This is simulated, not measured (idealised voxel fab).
Documented hereafter: the process module known as voxel capacitor over wiring.
285 nm wide, 5 nm square cells: that's cross-section cut.
Cross-section, as written here: a square-cell grid given band by band from the top down, where a band holds one or more rows of cells.
Heads up on the band format: heights come first, top then bottom, in nm. After that it's the materials left to right, each with its width in nm. A single material flagged "edge to edge" fills the whole band edge to edge, and "air" means there's empty space there.
Heads up on the height convention: 0 is the point under which the incoming wafer is all one material, and the lowest band has no bottom, it just keeps going down, like "z 0 and below".
Graded width ("30..40"): value in top row of band = first number; value in bottom row = second number; row-to-row change constant.
"nothing got changed", as given for a step, is the statement that not any cell of the cross-section underwent a change during that step.
"Trapped voids": sealed empty spaces, 8 cells or more, no open way to top, listed width x height at distance, with distance from the left edge and width, height and distance in nm.
On a step's line, text after the settings is the simulator commenting on that step.
overlay nm: how far to the right of its planned place the mask lay on this masked step (negative: to the left).
## The process steps that were planned are listed below
1,op RECEIVE | material Si
2,op CONFORMAL_DEP | material SiO2 | thk nm 15
3,op DIRECTIONAL_DEP | material TiN | thk nm 5
4,op DIRECTIONAL_DEP | material W | thk nm 25
5,op MASKED_ETCH | tone cover | mask id METAL_1 | width nm 20 | pitch nm 85 | etch materials W | depth nm 25 | overlay nm 0
6,op MASKED_ETCH | tone cover | mask id METAL_1 | width nm 20 | pitch nm 85 | etch materials TiN | depth nm 5 | overlay nm 0
7,op CONFORMAL_DEP | material SiCN | thk nm 5
8,op FILL_DEP | material SiO2 | thk nm 5
9,op CMP | height nm 45
10,op CONFORMAL_DEP | material SiCN | thk nm 5
11,op DIRECTIONAL_DEP | material SiO2 | thk nm 15
12,op PATTERN | tone open | mask id PLUG_1 | material resist | width nm 15 | thk nm 20 | overlay nm 0
13,op DIRECTIONAL_ETCH | etch materials SiO2 | depth nm 15
14,op DIRECTIONAL_ETCH | etch materials SiCN | depth nm 5
15,op STRIP | etch materials resist
16,op EPI | material Ru | thk nm 10
17,op EPI | material Ru | thk nm 10
18,op DIRECTIONAL_DEP | material TiN | thk nm 5
19,op DIRECTIONAL_DEP | material SiN | thk nm 5
20,op DIRECTIONAL_DEP | material TiN | thk nm 5
21,op MASKED_ETCH | tone cover | mask id UPPER_PLATE | width nm 70 | etch materials TiN | depth nm 5 | overlay nm 0
22,op MASKED_ETCH | tone cover | mask id UPPER_PLATE | width nm 70 | etch materials SiN | depth nm 5 | overlay nm 0
23,op MASKED_ETCH | tone cover | mask id LOWER_PLATE | width nm 80 | etch materials TiN | depth nm 5 | overlay nm 0
24,op FILL_DEP | material SiO2 | thk nm 20
25,op CMP | height nm 95
26,op PATTERN | tone open | mask id PLUG_2 | material resist | width nm 15 | thk nm 15 | overlay nm 0
27,op DIRECTIONAL_ETCH | etch materials SiO2 | depth nm 15
28,op STRIP | etch materials resist
29,op CONFORMAL_DEP | material TiN | thk nm 5
30,op FILL_DEP | material Cu | thk nm 5
31,op CMP | height nm 95
32,op CONFORMAL_DEP | material SiN | thk nm 5
## As-received state of the wafer in cross-section, equivalent to post-step 1
> z 0 and below  Si edge to edge
> Trapped voids: none
## This is how the wafer looks in cross-section once the module is done, given the starting state and plan above and one mistake in carrying the plan out
> z 100 to 95  SiN edge to edge
> z 95 to 85  SiO2 105 nm; TiN 5 nm; Cu 5 nm; TiN 5 nm; SiO2 165 nm
> z 85 to 75  SiO2 105..110 nm; TiN 15..55 nm; SiO2 165..120 nm
> z 75 to 70  SiO2 110 nm; SiN 55 nm; SiO2 120 nm
> z 70 to 65  SiO2 90 nm; TiN 5 nm; SiO2 15 nm; TiN 60 nm; SiO2 115 nm
> z 65 to 60  SiO2 edge to edge
> z 60 to 55  SiO2 95 nm; TiN 15 nm; SiO2 175 nm
> z 55 to 50  SiO2 95 nm; SiN 15 nm; SiO2 175 nm
> z 50 to 45  SiCN 95 nm; TiN 15 nm; SiCN 175 nm
> z 45 to 40  SiO2 85 nm; SiCN 30 nm; SiO2 55 nm; SiCN 30 nm; SiO2 85 nm
> z 40 to 15  SiO2 85 nm; SiCN 5 nm; W 20 nm; SiCN 5 nm; SiO2 55 nm; SiCN 5 nm; W 20 nm; SiCN 5 nm; SiO2 85 nm
> z 15 to 10  SiCN 90 nm; TiN 20 nm; SiCN 65 nm; TiN 20 nm; SiCN 90 nm
> z 10 to 0  SiO2 edge to edge
> z 0 and below  Si edge to edge
> Trapped voids: none
Misprocessing identified: step 2 ran as: op CONFORMAL_DEP | material SiO2 | thk nm 10
